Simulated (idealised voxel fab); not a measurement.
Proc. module: voxel plated lines
The width of the displayed cross-section, cut, is 300 nm; its cells are square, with a size of 5 nm.
Cross-section spec: square-cell grid; bands listed top down; each band is one or more rows.
Heights first: top, then bottom, in nm. Then materials, left to right, each with a width in nm. "edge to edge" on a single material: fills the band edge to edge. "blank": empty space.
Convention: height 0 is the level below which the wafer, as received, is all one material. The lowest band does not terminate at the bottom but continues downward, represented as "0 and below".
Note: "30..40" means the width goes from the first number (top row of the band) to the second number (bottom row) in equal steps per row of cells.
For the purposes of this document, the phrase "remained the same" attached to a step denotes that no cell within the cross-section was modified by that step.
Enclosed voids (no open way to top), threshold 8 cells or more, entry "Completely sealed voids", notation width x height at distance, distance from left edge, nm.
Read whatever lies past the settings on a step's line as the simulator's own remark about the step.
When a step includes a mask, the "overlay nm" setting on its line states how far to the right of its planned place that mask lay, and negative values state how far to the left.

THESE ARE THE STEPS WE PLANNED FOR THE PROCESS
1: RECEIVE with material Si
2: CONFORMAL_DEP with material Al2O3, thk nm 10
3: DIRECTIONAL_DEP with material TiN, thk nm 5
4: PATTERN with tone open, mask id LINES, material resist, width nm 15, pitch nm 45, thk nm 35, overlay nm 0
5: EPI with material Ru, thk nm 10
6: EPI with material Ru, thk nm 10
7: EPI with material Ru, thk nm 10
8: STRIP with etch materials resist
9: DIRECTIONAL_ETCH with etch materials TiN, depth nm 5
10: CONFORMAL_DEP with material SiN, thk nm 5
Wafers differ in thk nm at step 3; plan lists the first wafer's value; identical starting state.

CROSS-SECTION, FIRST OF SEVERAL WAFERS, AS DELIVERED AFTER STEP 1
- 0 and below | Si edge to edge
- Completely sealed voids: none

QUICK LOOK AT THE CROSS-SECTION OF THE FIRST OF SEVERAL WAFERS AFTER STEP 10, WHICH WRAPS UP THE MODULE
- 50 down to 45 | blank: 90 | SiN: 25 | blank: 20 | SiN: 25 | blank: 20 | SiN: 25 | blank: 95
- 45 down to 15 | blank: 90 | SiN: 5 | Ru: 15 | SiN: 5 | blank: 20 | SiN: 5 | Ru: 15 | SiN: 5 | blank: 20 | SiN: 5 | Ru: 15 | SiN: 5 | blank: 95
- 15 down to 10 | SiN: 95 | TiN: 15 | SiN: 30 | TiN: 15 | SiN: 30 | TiN: 15 | SiN: 100
- 10 down to 0 | Al2O3 edge to edge
- 0 and below | Si edge to edge
- Completely sealed voids: none

THE LAST WAFER AS SEEN IN CROSS-SECTION AT THE END OF THE MODULE
- 65 down to 60 | blank: 90 | SiN: 25 | blank: 20 | SiN: 25 | blank: 20 | SiN: 25 | blank: 95
- 60 down to 30 | blank: 90 | SiN: 5 | Ru: 15 | SiN: 5 | blank: 20 | SiN: 5 | Ru: 15 | SiN: 5 | blank: 20 | SiN: 5 | Ru: 15 | SiN: 5 | blank: 95
- 30 down to 25 | SiN: 95 | TiN: 15 | SiN: 30 | TiN: 15 | SiN: 30 | TiN: 15 | SiN: 100
- 25 down to 10 | TiN edge to edge
- 10 down to 0 | Al2O3 edge to edge
- 0 and below | Si edge to edge
- Completely sealed voids: none

BASICALLY EACH WAFER GETS A LINE IN THE TABLE, SHOWING IT AT THE END OF THE MODULE: MATERIAL BY MATERIAL, THE CELLS IT GAINED (+) OR LOST (-) SINCE WE GOT IT, THEN ITS CLOSED VOIDS
thk nm 5; +120 Al2O3; +54 Ru; +102 SiN; +9 TiN; Completely sealed voids: none
thk nm 10; +120 Al2O3; +54 Ru; +102 SiN; +69 TiN; Completely sealed voids: none
thk nm 15; +120 Al2O3; +54 Ru; +102 SiN; +129 TiN; Completely sealed voids: none
thk nm 20; +120 Al2O3; +54 Ru; +102 SiN; +189 TiN; Completely sealed voids: none
